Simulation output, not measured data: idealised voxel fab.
Herein follows the process module entitled voxel self aligned vias.
250 nm wide, 5 nm square cells: that's cross-section cut.
A cross-section is written here as square cells arranged in a grid, and it is given in bands from the top down, each band taking up one or more rows of cells.
Top height, bottom height, nm. Materials left to right, width each, nm. Single material + "full width" = fills band edge to edge. "air" = empty.
Note: height 0 marks the level under which the wafer is uniformly one material as received. Lowest band unbounded below, written "0..down".
The width entry "30..40" should be interpreted row by row: the top row of cells in the band takes the first number, the bottom row takes the second number, and the change between adjacent rows is uniform throughout.
Basically "no modification" means that step didn't change any cell in the cross-section.
Enclosed voids (no open way to top), threshold 8 cells or more, entry "Closed void table", notation width x height at distance, distance from left edge, nm.
Anything after a step's settings on that line? It's the simulator's own note about the step.
You can add "overlay nm" to a step's line. For a step with a mask, it describes how far the mask lay to the right of its planned position, and a negative number describes a lay to the left.

The planned process steps are enumerated hereunder:
1: RECEIVE,material Si
2: CONFORMAL_DEP,material SiO2,thk nm 15
3: CONFORMAL_DEP,material SiCN,thk nm 5
4: DIRECTIONAL_DEP,material SiO2,thk nm 20
5: MASKED_ETCH,tone open,mask id LINES,width nm 20,pitch nm 60,etch materials SiO2,depth nm 20,overlay nm 0
6: CONFORMAL_DEP,material TiN,thk nm 5
7: FILL_DEP,material Ru,thk nm 5
8: CMP,height nm 40
9: SELECTIVE_ETCH,etch materials W Ru TiN,depth nm 10
10: FILL_DEP,material SiN,thk nm 5
11: CMP,height nm 40
12: DIRECTIONAL_DEP,material SiO2,thk nm 15
13: PATTERN,tone open,mask id VIAS,material resist,width nm 30,pitch nm 120,thk nm 20,overlay nm 0
14: DIRECTIONAL_ETCH,etch materials SiO2,depth nm 15
15: DIRECTIONAL_ETCH,etch materials SiN,depth nm 10
16: STRIP,etch materials resist
17: CONFORMAL_DEP,material TiN,thk nm 5
18: FILL_DEP,material Ru,thk nm 10
19: CMP,height nm 55
20: CONFORMAL_DEP,material SiN,thk nm 5

What follows covers the first of two wafers; it ran as planned:

Incoming wafer in cross-section (state: after step 1):
- 0..down: Si full width
- Closed void table: none

Wafer after step 2 (cross-section):
- 15..0: SiO2 full width
- Below 0 it's all the same as before, nothing changed down there.

Wafer after step 3 (cross-section):
- 20..15: SiCN full width
- Below 15 it's all the same as before, nothing changed down there.

Wafer after step 4 (cross-section):
- 40..20: SiO2 full width
- Below 20 it's all the same as before, nothing changed down there.

Wafer after step 5 (cross-section):
- 40..20: 55 of SiO2, 20 of air, 40 of SiO2, 20 of air, 40 of SiO2, 20 of air, 55 of SiO2
- Below 20 it's all the same as before, nothing changed down there.

Wafer after step 6 (cross-section):
- 45..40: 60 of TiN, 10 of air, 50 of TiN, 10 of air, 50 of TiN, 10 of air, 60 of TiN
- 40..25: 55 of SiO2, 5 of TiN, 10 of air, 5 of TiN, 40 of SiO2, 5 of TiN, 10 of air, 5 of TiN, 40 of SiO2, 5 of TiN, 10 of air, 5 of TiN, 55 of SiO2
- 25..20: 55 of SiO2, 20 of TiN, 40 of SiO2, 20 of TiN, 40 of SiO2, 20 of TiN, 55 of SiO2
- Below 20 it's all the same as before, nothing changed down there.

Wafer after step 7 (cross-section):
- 50..45: Ru full width
- 45..40: 60 of TiN, 10 of Ru, 50 of TiN, 10 of Ru, 50 of TiN, 10 of Ru, 60 of TiN
- 40..25: 55 of SiO2, 5 of TiN, 10 of Ru, 5 of TiN, 40 of SiO2, 5 of TiN, 10 of Ru, 5 of TiN, 40 of SiO2, 5 of TiN, 10 of Ru, 5 of TiN, 55 of SiO2
- Below 25 it's all the same as before, nothing changed down there.

Wafer after step 8 (cross-section):
- 40..25: 55 of SiO2, 5 of TiN, 10 of Ru, 5 of TiN, 40 of SiO2, 5 of TiN, 10 of Ru, 5 of TiN, 40 of SiO2, 5 of TiN, 10 of Ru, 5 of TiN, 55 of SiO2
- Below 25 it's all the same as before, nothing changed down there.

Wafer after step 9 (cross-section):
- 40..30: 55 of SiO2, 20 of air, 40 of SiO2, 20 of air, 40 of SiO2, 20 of air, 55 of SiO2
- Below 30 it's all the same as before, nothing changed down there.

Wafer after step 10 (cross-section):
- 45..40: SiN full width
- 40..30: 55 of SiO2, 20 of SiN, 40 of SiO2, 20 of SiN, 40 of SiO2, 20 of SiN, 55 of SiO2
- Below 30 it's all the same as before, nothing changed down there.

Wafer after step 11 (cross-section):
- 40..30: 55 of SiO2, 20 of SiN, 40 of SiO2, 20 of SiN, 40 of SiO2, 20 of SiN, 55 of SiO2
- Below 30 it's all the same as before, nothing changed down there.

Wafer after step 12 (cross-section):
- 55..40: SiO2 full width
- Below 40 it's all the same as before, nothing changed down there.

Wafer after step 13 (cross-section):
- 75..55: 50 of resist, 30 of air, 90 of resist, 30 of air, 50 of resist
- Below 55 it's all the same as before, nothing changed down there.

Wafer after step 14 (cross-section):
- 75..55: 50 of resist, 30 of air, 90 of resist, 30 of air, 50 of resist
- 55..40: 50 of SiO2, 30 of air, 90 of SiO2, 30 of air, 50 of SiO2
- Below 40 it's all the same as before, nothing changed down there.

Wafer after step 15 (cross-section):
- 75..55: 50 of resist, 30 of air, 90 of resist, 30 of air, 50 of resist
- 55..40: 50 of SiO2, 30 of air, 90 of SiO2, 30 of air, 50 of SiO2
- 40..30: 55 of SiO2, 20 of air, 40 of SiO2, 20 of SiN, 40 of SiO2, 20 of air, 55 of SiO2
- Below 30 it's all the same as before, nothing changed down there.

Wafer after step 16 (cross-section):
- 55..40: 50 of SiO2, 30 of air, 90 of SiO2, 30 of air, 50 of SiO2
- Below 40 it's all the same as before, nothing changed down there.

Wafer after step 17 (cross-section):
- 60..55: 55 of TiN, 20 of air, 100 of TiN, 20 of air, 55 of TiN
- 55..45: 50 of SiO2, 5 of TiN, 20 of air, 5 of TiN, 90 of SiO2, 5 of TiN, 20 of air, 5 of TiN, 50 of SiO2
- 45..40: 50 of SiO2, 10 of TiN, 10 of air, 10 of TiN, 90 of SiO2, 10 of TiN, 10 of air, 10 of TiN, 50 of SiO2
- 40..35: 55 of SiO2, 5 of TiN, 10 of air, 5 of TiN, 40 of SiO2, 20 of SiN, 40 of SiO2, 5 of TiN, 10 of air, 5 of TiN, 55 of SiO2
- 35..30: 55 of SiO2, 20 of TiN, 40 of SiO2, 20 of SiN, 40 of SiO2, 20 of TiN, 55 of SiO2
- Below 30 it's all the same as before, nothing changed down there.

Wafer after step 18 (cross-section):
- 70..60: Ru full width
- 60..55: 55 of TiN, 20 of Ru, 100 of TiN, 20 of Ru, 55 of TiN
- 55..45: 50 of SiO2, 5 of TiN, 20 of Ru, 5 of TiN, 90 of SiO2, 5 of TiN, 20 of Ru, 5 of TiN, 50 of SiO2
- 45..40: 50 of SiO2, 10 of TiN, 10 of Ru, 10 of TiN, 90 of SiO2, 10 of TiN, 10 of Ru, 10 of TiN, 50 of SiO2
- 40..35: 55 of SiO2, 5 of TiN, 10 of Ru, 5 of TiN, 40 of SiO2, 20 of SiN, 40 of SiO2, 5 of TiN, 10 of Ru, 5 of TiN, 55 of SiO2
- Below 35 it's all the same as before, nothing changed down there.

Wafer after step 19 (cross-section):
- 55..45: 50 of SiO2, 5 of TiN, 20 of Ru, 5 of TiN, 90 of SiO2, 5 of TiN, 20 of Ru, 5 of TiN, 50 of SiO2
- Below 45 it's all the same as before, nothing changed down there.

Wafer after step 20 (cross-section):
- 60..55: SiN full width
- Below 55 it's all the same as before, nothing changed down there.

Wafer two of the pair: same origin, same plan, one error during the run; identical to wafer one up to and including step 1:

Cross-section of the second wafer when, according to plan, step 2 should have finished:
- 5..0: SiCN full width
- Below 0 it's all the same as before, nothing changed down there.

Cross-section of the second wafer when, according to plan, step 3 should have finished:
- 20..5: SiO2 full width
- Below 5 it's all the same as before, nothing changed down there.

Cross-section of the second wafer when, according to plan, step 4 should have finished:
- 40..5: SiO2 full width
- Below 5 it's all the same as before, nothing changed down there.

Cross-section of the second wafer when, according to plan, step 5 should have finished:
- 40..20: 55 of SiO2, 20 of air, 40 of SiO2, 20 of air, 40 of SiO2, 20 of air, 55 of SiO2
- Below 20 it's all the same as before, nothing changed down there.

Cross-section of the second wafer when, according to plan, step 6 should have finished:
- 45..40: 60 of TiN, 10 of air, 50 of TiN, 10 of air, 50 of TiN, 10 of air, 60 of TiN
- 40..25: 55 of SiO2, 5 of TiN, 10 of air, 5 of TiN, 40 of SiO2, 5 of TiN, 10 of air, 5 of TiN, 40 of SiO2, 5 of TiN, 10 of air, 5 of TiN, 55 of SiO2
- 25..20: 55 of SiO2, 20 of TiN, 40 of SiO2, 20 of TiN, 40 of SiO2, 20 of TiN, 55 of SiO2
- Below 20 it's all the same as before, nothing changed down there.

Cross-section of the second wafer when, according to plan, step 7 should have finished:
- 50..45: Ru full width
- 45..40: 60 of TiN, 10 of Ru, 50 of TiN, 10 of Ru, 50 of TiN, 10 of Ru, 60 of TiN
- 40..25: 55 of SiO2, 5 of TiN, 10 of Ru, 5 of TiN, 40 of SiO2, 5 of TiN, 10 of Ru, 5 of TiN, 40 of SiO2, 5 of TiN, 10 of Ru, 5 of TiN, 55 of SiO2
- Below 25 it's all the same as before, nothing changed down there.

Cross-section of the second wafer when, according to plan, step 8 should have finished:
- 40..25: 55 of SiO2, 5 of TiN, 10 of Ru, 5 of TiN, 40 of SiO2, 5 of TiN, 10 of Ru, 5 of TiN, 40 of SiO2, 5 of TiN, 10 of Ru, 5 of TiN, 55 of SiO2
- Below 25 it's all the same as before, nothing changed down there.

Cross-section of the second wafer when, according to plan, step 9 should have finished:
- 40..30: 55 of SiO2, 20 of air, 40 of SiO2, 20 of air, 40 of SiO2, 20 of air, 55 of SiO2
- Below 30 it's all the same as before, nothing changed down there.

Cross-section of the second wafer when, according to plan, step 10 should have finished:
- 45..40: SiN full width
- 40..30: 55 of SiO2, 20 of SiN, 40 of SiO2, 20 of SiN, 40 of SiO2, 20 of SiN, 55 of SiO2
- Below 30 it's all the same as before, nothing changed down there.

Cross-section of the second wafer when, according to plan, step 11 should have finished:
- 40..30: 55 of SiO2, 20 of SiN, 40 of SiO2, 20 of SiN, 40 of SiO2, 20 of SiN, 55 of SiO2
- Below 30 it's all the same as before, nothing changed down there.

Cross-section of the second wafer when, according to plan, step 12 should have finished:
- 55..40: SiO2 full width
- Below 40 it's all the same as before, nothing changed down there.

Cross-section of the second wafer when, according to plan, step 13 should have finished:
- 75..55: 50 of resist, 30 of air, 90 of resist, 30 of air, 50 of resist
- Below 55 it's all the same as before, nothing changed down there.

Cross-section of the second wafer when, according to plan, step 14 should have finished:
- 75..55: 50 of resist, 30 of air, 90 of resist, 30 of air, 50 of resist
- 55..40: 50 of SiO2, 30 of air, 90 of SiO2, 30 of air, 50 of SiO2
- Below 40 it's all the same as before, nothing changed down there.

Cross-section of the second wafer when, according to plan, step 15 should have finished:
- 75..55: 50 of resist, 30 of air, 90 of resist, 30 of air, 50 of resist
- 55..40: 50 of SiO2, 30 of air, 90 of SiO2, 30 of air, 50 of SiO2
- 40..30: 55 of SiO2, 20 of air, 40 of SiO2, 20 of SiN, 40 of SiO2, 20 of air, 55 of SiO2
- Below 30 it's all the same as before, nothing changed down there.

Cross-section of the second wafer when, according to plan, step 16 should have finished:
- 55..40: 50 of SiO2, 30 of air, 90 of SiO2, 30 of air, 50 of SiO2
- Below 40 it's all the same as before, nothing changed down there.

Cross-section of the second wafer when, according to plan, step 17 should have finished:
- 60..55: 55 of TiN, 20 of air, 100 of TiN, 20 of air, 55 of TiN
- 55..45: 50 of SiO2, 5 of TiN, 20 of air, 5 of TiN, 90 of SiO2, 5 of TiN, 20 of air, 5 of TiN, 50 of SiO2
- 45..40: 50 of SiO2, 10 of TiN, 10 of air, 10 of TiN, 90 of SiO2, 10 of TiN, 10 of air, 10 of TiN, 50 of SiO2
- 40..35: 55 of SiO2, 5 of TiN, 10 of air, 5 of TiN, 40 of SiO2, 20 of SiN, 40 of SiO2, 5 of TiN, 10 of air, 5 of TiN, 55 of SiO2
- 35..30: 55 of SiO2, 20 of TiN, 40 of SiO2, 20 of SiN, 40 of SiO2, 20 of TiN, 55 of SiO2
- Below 30 it's all the same as before, nothing changed down there.

Cross-section of the second wafer when, according to plan, step 18 should have finished:
- 70..60: Ru full width
- 60..55: 55 of TiN, 20 of Ru, 100 of TiN, 20 of Ru, 55 of TiN
- 55..45: 50 of SiO2, 5 of TiN, 20 of Ru, 5 of TiN, 90 of SiO2, 5 of TiN, 20 of Ru, 5 of TiN, 50 of SiO2
- 45..40: 50 of SiO2, 10 of TiN, 10 of Ru, 10 of TiN, 90 of SiO2, 10 of TiN, 10 of Ru, 10 of TiN, 50 of SiO2
- 40..35: 55 of SiO2, 5 of TiN, 10 of Ru, 5 of TiN, 40 of SiO2, 20 of SiN, 40 of SiO2, 5 of TiN, 10 of Ru, 5 of TiN, 55 of SiO2
- Below 35 it's all the same as before, nothing changed down there.

Cross-section of the second wafer when, according to plan, step 19 should have finished:
- 55..45: 50 of SiO2, 5 of TiN, 20 of Ru, 5 of TiN, 90 of SiO2, 5 of TiN, 20 of Ru, 5 of TiN, 50 of SiO2
- Below 45 it's all the same as before, nothing changed down there.

Cross-section of the second wafer when, according to plan, step 20 should have finished:
- 60..55: SiN full width
- Below 55 it's all the same as before, nothing changed down there.
What went wrong in running the wafer? steps 2 and 3 traded places in the executed sequence
Both wafers, final: cells per material equal; arrangement not.
